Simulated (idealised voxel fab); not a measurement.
Name of the process module below: voxel air gaps
Square cell edge 5 nm, section width 220 nm, ID cut.
A cross-section is written here as square cells arranged in a grid, and it is given in bands from the top down, each band taking up one or more rows of cells.
Heads up on the band format: heights come first, top then bottom, in nm. After that it's the materials left to right, each with its width in nm. A single material flagged "all across" fills the whole band edge to edge, and "air" means there's empty space there.
Basically, 0 is our baseline, since under it the wafer straight out of the box is all one material. The bottom band has no lower end and keeps on going down, so it looks like "0..down".
The width entry "30->40" should be interpreted row by row: the top row of cells in the band takes the first number, the bottom row takes the second number, and the change between adjacent rows is uniform throughout.
The designation "nothing different", where it is given for a processing step, indicates that no cell of the cross-section was altered in the course of that step.
Under "Closed-off voids" you'll find the enclosed gaps, the ones with no way out to the top, that are 8 cells or bigger; each reads width x height at distance, with distance counted from the left edge, everything in nm.
It should be noted that, on the line of a given step, the content following the step's settings is a remark produced by the simulator itself with respect to that step.
When a step includes a mask, the "overlay nm" setting on its line states how far to the right of its planned place that mask lay, and negative values state how far to the left.
How should the pairs below be read? Each gives the cross-section before one process step and the cross-section after it, the latter drawn only to the lowest band that changed; the step that lies between them, with its settings, appears under the pair. Does a pair pick up where the pair above left off? Only where its entry headed "Incoming profile" says so, since pairs can come from different runs of this module on the same starting wafer.

## Incoming profile
> 60..50  aC=40, then air=20, then aC=25, then air=20, then aC=25, then air=20, then aC=25, then air=20, then aC=25
> 50..20  SiO2 all across
> 20..15  SiCN all across
> 15..0  SiO2 all across
> 0..down  Si all across
> Closed-off voids: none

## Post-Process Section
> 60..50  aC=40, then air=20, then aC=25, then air=20, then aC=25, then air=20, then aC=25, then air=20, then aC=25
> 50..20  SiO2=40, then air=20, then SiO2=25, then air=20, then SiO2=25, then air=20, then SiO2=25, then air=20, then SiO2=25
> At heights below 20, the structure remains unaltered.
> Closed-off voids: none
Which operation lies between the before and after views above? DIRECTIONAL_ETCH with etch materials SiO2, depth nm 30

Incoming profile: just use the after drawing of the pair above as your starting point.

## Post-Process Section
> 50..20  SiO2=40, then air=20, then SiO2=25, then air=20, then SiO2=25, then air=20, then SiO2=25, then air=20, then SiO2=25
> At heights below 20, the structure remains unaltered.
> Closed-off voids: none
Which operation lies between the before and after views above? STRIP with etch materials aC

Incoming profile: just use the after drawing of the pair above as your starting point.

## Post-Process Section
> 55..50  TiN=45, then air=10, then TiN=35, then air=10, then TiN=35, then air=10, then TiN=35, then air=10, then TiN=30
> 50..25  SiO2=40, then TiN=5, then air=10, then TiN=5, then SiO2=25, then TiN=5, then air=10, then TiN=5, then SiO2=25, then TiN=5, then air=10, then TiN=5, then SiO2=25, then TiN=5, then air=10, then TiN=5, then SiO2=25
> 25..20  SiO2=40, then TiN=20, then SiO2=25, then TiN=20, then SiO2=25, then TiN=20, then SiO2=25, then TiN=20, then SiO2=25
> At heights below 20, the structure remains unaltered.
> Closed-off voids: none
Which operation lies between the before and after views above? CONFORMAL_DEP with material TiN, thk nm 5

Incoming profile: just use the after drawing of the pair above as your starting point.

## Post-Process Section
> 65..55  W all across
> 55..50  TiN=45, then W=10, then TiN=35, then W=10, then TiN=35, then W=10, then TiN=35, then W=10, then TiN=30
> 50..25  SiO2=40, then TiN=5, then W=10, then TiN=5, then SiO2=25, then TiN=5, then W=10, then TiN=5, then SiO2=25, then TiN=5, then W=10, then TiN=5, then SiO2=25, then TiN=5, then W=10, then TiN=5, then SiO2=25
> At heights below 25, the structure remains unaltered.
> Closed-off voids: none
Which operation lies between the before and after views above? FILL_DEP with material W, thk nm 10

Incoming profile: just use the after drawing of the pair above as your starting point.

## Post-Process Section
> 50..25  SiO2=40, then TiN=5, then W=10, then TiN=5, then SiO2=25, then TiN=5, then W=10, then TiN=5, then SiO2=25, then TiN=5, then W=10, then TiN=5, then SiO2=25, then TiN=5, then W=10, then TiN=5, then SiO2=25
> At heights below 25, the structure remains unaltered.
> Closed-off voids: none
Which operation lies between the before and after views above? CMP with height nm 50

Incoming profile: just use the after drawing of the pair above as your starting point.

## Post-Process Section
> 60..50  air=30, then Ru=40, then air=5, then Ru=40, then air=5, then Ru=40, then air=5, then Ru=40, then air=15
> At heights below 50, the structure remains unaltered.
> Closed-off voids: none
Which operation lies between the before and after views above? EPI with material Ru, thk nm 10

Incoming profile: just use the after drawing of the pair above as your starting point.

## Post-Process Section
> 60..50  air=30, then Ru=40, then air=5, then Ru=40, then air=5, then Ru=40, then air=5, then Ru=40, then air=15
> 50..25  air=40, then TiN=5, then W=10, then TiN=5, then air=25, then TiN=5, then W=10, then TiN=5, then air=25, then TiN=5, then W=10, then TiN=5, then air=25, then TiN=5, then W=10, then TiN=5, then air=25
> 25..20  air=40, then TiN=20, then air=25, then TiN=20, then air=25, then TiN=20, then air=25, then TiN=20, then air=25
> At heights below 20, the structure remains unaltered.
> Closed-off voids: none
Which operation lies between the before and after views above? SELECTIVE_ETCH with etch materials SiO2, depth nm 40

Incoming profile: just use the after drawing of the pair above as your starting point.

## Post-Process Section
> 65..60  air=25, then SiCN=185, then air=10
> 60..50  air=25, then SiCN=5, then Ru=40, then SiCN=5, then Ru=40, then SiCN=5, then Ru=40, then SiCN=5, then Ru=40, then SiCN=5, then air=10
> 50..45  air=25, then SiCN=15, then TiN=5, then W=10, then TiN=5, then SiCN=25, then TiN=5, then W=10, then TiN=5, then SiCN=25, then TiN=5, then W=10, then TiN=5, then SiCN=25, then TiN=5, then W=10, then TiN=5, then SiCN=15, then air=10
> 45..25  air=35, then SiCN=5, then TiN=5, then W=10, then TiN=5, then SiCN=5, then air=15, then SiCN=5, then TiN=5, then W=10, then TiN=5, then SiCN=5, then air=15, then SiCN=5, then TiN=5, then W=10, then TiN=5, then SiCN=5, then air=15, then SiCN=5, then TiN=5, then W=10, then TiN=5, then SiCN=5, then air=20
> 25..20  SiCN=40, then TiN=20, then SiCN=25, then TiN=20, then SiCN=25, then TiN=20, then SiCN=25, then TiN=20, then SiCN=25
> At heights below 20, the structure remains unaltered.
> Closed-off voids: 15 x 20 at 65; 15 x 20 at 110; 15 x 20 at 155
Which operation lies between the before and after views above? CONFORMAL_DEP with material SiCN, thk nm 5

## Incoming profile
> 55..50  TiN=35, then air=10, then TiN=35, then air=10, then TiN=35, then air=10, then TiN=35, then air=10, then TiN=40
> 50..25  SiO2=30, then TiN=5, then air=10, then TiN=5, then SiO2=25, then TiN=5, then air=10, then TiN=5, then SiO2=25, then TiN=5, then air=10, then TiN=5, then SiO2=25, then TiN=5, then air=10, then TiN=5, then SiO2=35
> 25..20  SiO2=30, then TiN=20, then SiO2=25, then TiN=20, then SiO2=25, then TiN=20, then SiO2=25, then TiN=20, then SiO2=35
> 20..15  SiCN all across
> 15..0  SiO2 all across
> 0..down  Si all across
> Closed-off voids: none

## Post-Process Section
> 65..55  SiCN all across
> 55..50  TiN=35, then SiCN=10, then TiN=35, then SiCN=10, then TiN=35, then SiCN=10, then TiN=35, then SiCN=10, then TiN=40
> 50..25  SiO2=30, then TiN=5, then SiCN=10, then TiN=5, then SiO2=25, then TiN=5, then SiCN=10, then TiN=5, then SiO2=25, then TiN=5, then SiCN=10, then TiN=5, then SiO2=25, then TiN=5, then SiCN=10, then TiN=5, then SiO2=35
> At heights below 25, the structure remains unaltered.
> Closed-off voids: none
Which operation lies between the before and after views above? FILL_DEP with material SiCN, thk nm 10

Incoming profile: just use the after drawing of the pair above as your starting point.

## Post-Process Section
> 50..25  SiO2=30, then TiN=5, then SiCN=10, then TiN=5, then SiO2=25, then TiN=5, then SiCN=10, then TiN=5, then SiO2=25, then TiN=5, then SiCN=10, then TiN=5, then SiO2=25, then TiN=5, then SiCN=10, then TiN=5, then SiO2=35
> At heights below 25, the structure remains unaltered.
> Closed-off voids: none
Which operation lies between the before and after views above? CMP with height nm 50

Incoming profile: just use the after drawing of the pair above as your starting point.

## Post-Process Section
> 60..50  air=20, then Ru=40, then air=5, then Ru=40, then air=5, then Ru=40, then air=5, then Ru=40, then air=25
> At heights below 50, the structure remains unaltered.
> Closed-off voids: none
Which operation lies between the before and after views above? EPI with material Ru, thk nm 10

Incoming profile: just use the after drawing of the pair above as your starting point.

## Post-Process Section
> 60..50  air=20, then Ru=40, then air=5, then Ru=40, then air=5, then Ru=40, then air=5, then Ru=40, then air=25
> 50..25  air=30, then TiN=5, then SiCN=10, then TiN=5, then air=25, then TiN=5, then SiCN=10, then TiN=5, then air=25, then TiN=5, then SiCN=10, then TiN=5, then air=25, then TiN=5, then SiCN=10, then TiN=5, then air=35
> 25..20  air=30, then TiN=20, then air=25, then TiN=20, then air=25, then TiN=20, then air=25, then TiN=20, then air=35
> At heights below 20, the structure remains unaltered.
> Closed-off voids: none
Which operation lies between the before and after views above? SELECTIVE_ETCH with etch materials SiO2, depth nm 40

Incoming profile: just use the after drawing of the pair above as your starting point.

## Post-Process Section
> 65..60  air=15, then SiCN=185, then air=20
> 60..50  air=15, then SiCN=5, then Ru=40, then SiCN=5, then Ru=40, then SiCN=5, then Ru=40, then SiCN=5, then Ru=40, then SiCN=5, then air=20
> 50..45  air=15, then SiCN=15, then TiN=5, then SiCN=10, then TiN=5, then SiCN=25, then TiN=5, then SiCN=10, then TiN=5, then SiCN=25, then TiN=5, then SiCN=10, then TiN=5, then SiCN=25, then TiN=5, then SiCN=10, then TiN=5, then SiCN=15, then air=20
> 45..25  air=25, then SiCN=5, then TiN=5, then SiCN=10, then TiN=5, then SiCN=5, then air=15, then SiCN=5, then TiN=5, then SiCN=10, then TiN=5, then SiCN=5, then air=15, then SiCN=5, then TiN=5, then SiCN=10, then TiN=5, then SiCN=5, then air=15, then SiCN=5, then TiN=5, then SiCN=10, then TiN=5, then SiCN=5, then air=30
> 25..20  SiCN=30, then TiN=20, then SiCN=25, then TiN=20, then SiCN=25, then TiN=20, then SiCN=25, then TiN=20, then SiCN=35
> At heights below 20, the structure remains unaltered.
> Closed-off voids: 15 x 20 at 55; 15 x 20 at 100; 15 x 20 at 145
Which operation lies between the before and after views above? CONFORMAL_DEP with material SiCN, thk nm 5

## Incoming profile
> 60..50  aC all across
> 50..20  SiO2 all across
> 20..15  SiCN all across
> 15..0  SiO2 all across
> 0..down  Si all across
> Closed-off voids: none

## Post-Process Section
> 90..60  air=30, then resist=20, then air=25, then resist=20, then air=25, then resist=20, then air=25, then resist=20, then air=35
> At heights below 60, the structure remains unaltered.
> Closed-off voids: none
Which operation lies between the before and after views above? PATTERN with tone cover, mask id LINES, material resist, width nm 20, pitch nm 45, thk nm 30, overlay nm 0

Incoming profile: just use the after drawing of the pair above as your starting point.

## Post-Process Section
> 80..60  air=30, then resist=20, then air=25, then resist=20, then air=25, then resist=20, then air=25, then resist=20, then air=35
> 60..50  air=30, then aC=20, then air=25, then aC=20, then air=25, then aC=20, then air=25, then aC=20, then air=35
> At heights below 50, the structure remains unaltered.
> Closed-off voids: none
Which operation lies between the before and after views above? DIRECTIONAL_ETCH with etch materials aC, depth nm 10

Incoming profile: just use the after drawing of the pair above as your starting point.

## Post-Process Section
> 60..50  air=30, then aC=20, then air=25, then aC=20, then air=25, then aC=20, then air=25, then aC=20, then air=35
> At heights below 50, the structure remains unaltered.
> Closed-off voids: none
Which operation lies between the before and after views above? STRIP with etch materials resist

Incoming profile: just use the after drawing of the pair above as your starting point.

## Post-Process Section
> 60..50  air=30, then aC=20, then air=25, then aC=20, then air=25, then aC=20, then air=25, then aC=20, then air=35
> 50..20  air=30, then SiO2=20, then air=25, then SiO2=20, then air=25, then SiO2=20, then air=25, then SiO2=20, then air=35
> At heights below 20, the structure remains unaltered.
> Closed-off voids: none
Which operation lies between the before and after views above? DIRECTIONAL_ETCH with etch materials SiO2, depth nm 30

Incoming profile: just use the after drawing of the pair above as your starting point.

## Post-Process Section
> 50..20  air=30, then SiO2=20, then air=25, then SiO2=20, then air=25, then SiO2=20, then air=25, then SiO2=20, then air=35
> At heights below 20, the structure remains unaltered.
> Closed-off voids: none
Which operation lies between the before and after views above? STRIP with etch materials aC

Incoming profile: just use the after drawing of the pair above as your starting point.

## Post-Process Section
> 55..50  air=25, then TiN=30, then air=15, then TiN=30, then air=15, then TiN=30, then air=15, then TiN=30, then air=30
> 50..25  air=25, then TiN=5, then SiO2=20, then TiN=5, then air=15, then TiN=5, then SiO2=20, then TiN=5, then air=15, then TiN=5, then SiO2=20, then TiN=5, then air=15, then TiN=5, then SiO2=20, then TiN=5, then air=30
> 25..20  TiN=30, then SiO2=20, then TiN=25, then SiO2=20, then TiN=25, then SiO2=20, then TiN=25, then SiO2=20, then TiN=35
> At heights below 20, the structure remains unaltered.
> Closed-off voids: none
Which operation lies between the before and after views above? CONFORMAL_DEP with material TiN, thk nm 5

Incoming profile: just use the after drawing of the pair above as your starting point.

## Post-Process Section
> 65..55  W all across
> 55..50  W=25, then TiN=30, then W=15, then TiN=30, then W=15, then TiN=30, then W=15, then TiN=30, then W=30
> 50..25  W=25, then TiN=5, then SiO2=20, then TiN=5, then W=15, then TiN=5, then SiO2=20, then TiN=5, then W=15, then TiN=5, then SiO2=20, then TiN=5, then W=15, then TiN=5, then SiO2=20, then TiN=5, then W=30
> At heights below 25, the structure remains unaltered.
> Closed-off voids: none
Which operation lies between the before and after views above? FILL_DEP with material W, thk nm 10

Incoming profile: just use the after drawing of the pair above as your starting point.

## Post-Process Section
> 50..25  W=25, then TiN=5, then SiO2=20, then TiN=5, then W=15, then TiN=5, then SiO2=20, then TiN=5, then W=15, then TiN=5, then SiO2=20, then TiN=5, then W=15, then TiN=5, then SiO2=20, then TiN=5, then W=30
> At heights below 25, the structure remains unaltered.
> Closed-off voids: none
Which operation lies between the before and after views above? CMP with height nm 50

Incoming profile: just use the after drawing of the pair above as your starting point.

## Post-Process Section
> 60..50  Ru all across
> At heights below 50, the structure remains unaltered.
> Closed-off voids: none
Which operation lies between the before and after views above? EPI with material Ru, thk nm 10

Incoming profile: just use the after drawing of the pair above as your starting point.

## Post-Process Section
> 65..60  SiCN all across
> At heights below 60, the structure remains unaltered.
> Closed-off voids: none
Which operation lies between the before and after views above? CONFORMAL_DEP with material SiCN, thk nm 5
